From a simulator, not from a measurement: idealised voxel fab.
The document below concerns the process module designated voxel transistor to metal.
For reference, the cross-section in this document is cut, with width 175 nm and square cells of 5 nm.
Square cells in a grid make up a cross-section in this document, and the grid is given as bands, listed from the top down, each one or more rows of cells. Quick guide to a band line: top height, bottom height (nm) up front; then every material left to right with its width in nm. Only one material and it's marked "everywhere"? Then it fills the band edge to edge. And "air" just means empty space. We count height from 0. Below that, the starting wafer is all one material. The lowest band never ends at the bottom but goes on down; see "0 and below" for how that is written. The notation "30 to 40" denotes a width that varies across the rows of cells in the band, beginning at the first number in the top row, finishing at the second number in the bottom row, and changing by an identical amount from each row to the next. A step reported as "nothing altered" is a step in which no cell of the cross-section changed. The label "Fully sealed cavities" introduces a list of the empty spaces, 8 cells or larger, that have no open way up to the top; each entry in it reads width x height at distance, where the distance is taken from the left edge and all three are stated in nm. Step line, after settings: the simulator's comment on this step. Among the settings permitted on a step's line is "overlay nm"; applied to a step with a mask, it specifies the extent to which the mask lay to the right of its planned position, whereas a negative figure signifies a position to the left.
The planned process steps are enumerated hereunder
1. RECEIVE with material Si
2. CONFORMAL_DEP with material SiO2, thk nm 5
3. CONFORMAL_DEP with material SiN, thk nm 10
4. DIRECTIONAL_DEP with material aC, thk nm 15
5. PATTERN with tone cover, mask id ACTIVE, material resist, width nm 115, thk nm 35, overlay nm 0
6. DIRECTIONAL_ETCH with etch materials aC, depth nm 15
7. STRIP with etch materials resist
8. DIRECTIONAL_ETCH with etch materials SiN, depth nm 10
9. DIRECTIONAL_ETCH with etch materials SiO2, depth nm 5
10. DIRECTIONAL_ETCH with etch materials Si, depth nm 35
11. STRIP with etch materials aC
12. OXIDIZE with depth nm 5
13. FILL_DEP with material SiO2, thk nm 10
14. CMP with height nm 15
15. SELECTIVE_ETCH with etch materials SiO2, depth nm 5
16. STRIP with etch materials SiN
17. SELECTIVE_ETCH with etch materials SiO2, depth nm 5
18. OXIDIZE with depth nm 5
19. DIRECTIONAL_DEP with material polySi, thk nm 30
20. DIRECTIONAL_DEP with material SiCN, thk nm 10
21. DIRECTIONAL_DEP with material aC, thk nm 15
22. PATTERN with tone cover, mask id GATE, material resist, width nm 25, thk nm 30, overlay nm 0
23. DIRECTIONAL_ETCH with etch materials aC, depth nm 15
24. STRIP with etch materials resist
25. DIRECTIONAL_ETCH with etch materials SiCN, depth nm 20
26. DIRECTIONAL_ETCH with etch materials polySi, depth nm 40
27. STRIP with etch materials aC
28. CONFORMAL_DEP with material SiN, thk nm 10
29. DIRECTIONAL_ETCH with etch materials SiN, depth nm 10
30. DIRECTIONAL_ETCH with etch materials SiO2, depth nm 5
31. DIRECTIONAL_ETCH with etch materials Si, depth nm 5
32. EPI with material pSi, thk nm 5
33. FILL_DEP with material SiO2, thk nm 5
34. CMP with height nm 30
35. STRIP with etch materials polySi
36. SELECTIVE_ETCH with etch materials SiO2, depth nm 5
37. CONFORMAL_DEP with material HfO2, thk nm 5
38. CONFORMAL_DEP with material TiN, thk nm 5
39. FILL_DEP with material W, thk nm 10
40. CMP with height nm 25
41. DIRECTIONAL_DEP with material SiO2, thk nm 15
42. DIRECTIONAL_DEP with material aC, thk nm 15
43. PATTERN with tone open, mask id CONTACT, material resist, width nm 15, pitch nm 80, thk nm 35, overlay nm 0
44. DIRECTIONAL_ETCH with etch materials aC, depth nm 15
45. STRIP with etch materials resist
46. DIRECTIONAL_ETCH with etch materials SiO2, depth nm 45
47. STRIP with etch materials aC
48. CONFORMAL_DEP with material TiN, thk nm 5
49. FILL_DEP with material Ru, thk nm 10
50. CMP with height nm 40
51. DIRECTIONAL_DEP with material TiN, thk nm 5
52. DIRECTIONAL_DEP with material W, thk nm 15
53. MASKED_ETCH with tone cover, mask id METAL_1, width nm 15, pitch nm 80, etch materials W, depth nm 15, overlay nm 0
54. MASKED_ETCH with tone cover, mask id METAL_1, width nm 15, pitch nm 80, etch materials TiN, depth nm 5, overlay nm 0
55. CONFORMAL_DEP with material SiN, thk nm 5
56. FILL_DEP with material SiO2, thk nm 10
57. CMP with height nm 60
58. CONFORMAL_DEP with material SiCN, thk nm 5
Delivered wafer in cross-section: state after step 1
- 0 and below = Si everywhere
- Fully sealed cavities: none
The plan above was carried out on the starting structure above with one mistake, and this cross-section shows the wafer at the end of the module
- 65 down to 60 = SiCN everywhere
- 60 down to 45 = SiO2 35, then SiN 5, then W 15, then SiN 5, then SiO2 55, then SiN 5, then W 15, then SiN 5, then SiO2 35
- 45 down to 40 = SiN 40, then TiN 15, then SiN 65, then TiN 15, then SiN 40
- 40 down to 25 = SiO2 40, then TiN 5, then Ru 5, then TiN 5, then SiO2 65, then TiN 5, then Ru 5, then TiN 5, then SiO2 40
- 25 down to 5 = SiO2 40, then TiN 5, then Ru 5, then TiN 5, then SiO2 20, then SiN 10, then HfO2 5, then TiN 5, then W 5, then TiN 5, then HfO2 5, then SiN 10, then TiN 5, then Ru 5, then TiN 5, then SiO2 40
- 5 down to 0 = SiO2 25, then SiN 10, then SiO2 5, then TiN 5, then Ru 5, then TiN 5, then SiO2 20, then SiN 10, then HfO2 5, then TiN 15, then HfO2 5, then SiN 10, then TiN 15, then SiO2 5, then SiN 10, then SiO2 25
- 0 down to -5 = SiO2 40, then TiN 15, then SiO2 15, then pSi 5, then SiO2 5, then HfO2 35, then SiO2 5, then pSi 5, then TiN 10, then SiO2 40
- -5 down to -10 = SiO2 35, then pSi 40, then Si 45, then pSi 20, then SiO2 35
- -10 down to -40 = SiO2 35, then Si 105, then SiO2 35
- -40 and below = Si everywhere
- Fully sealed cavities: none
Against the plan, the run slipped here: for step 22, the planned setting was not used; the step was instead run as PATTERN with tone cover, mask id GATE, material resist, width nm 25, thk nm 30, overlay nm 10
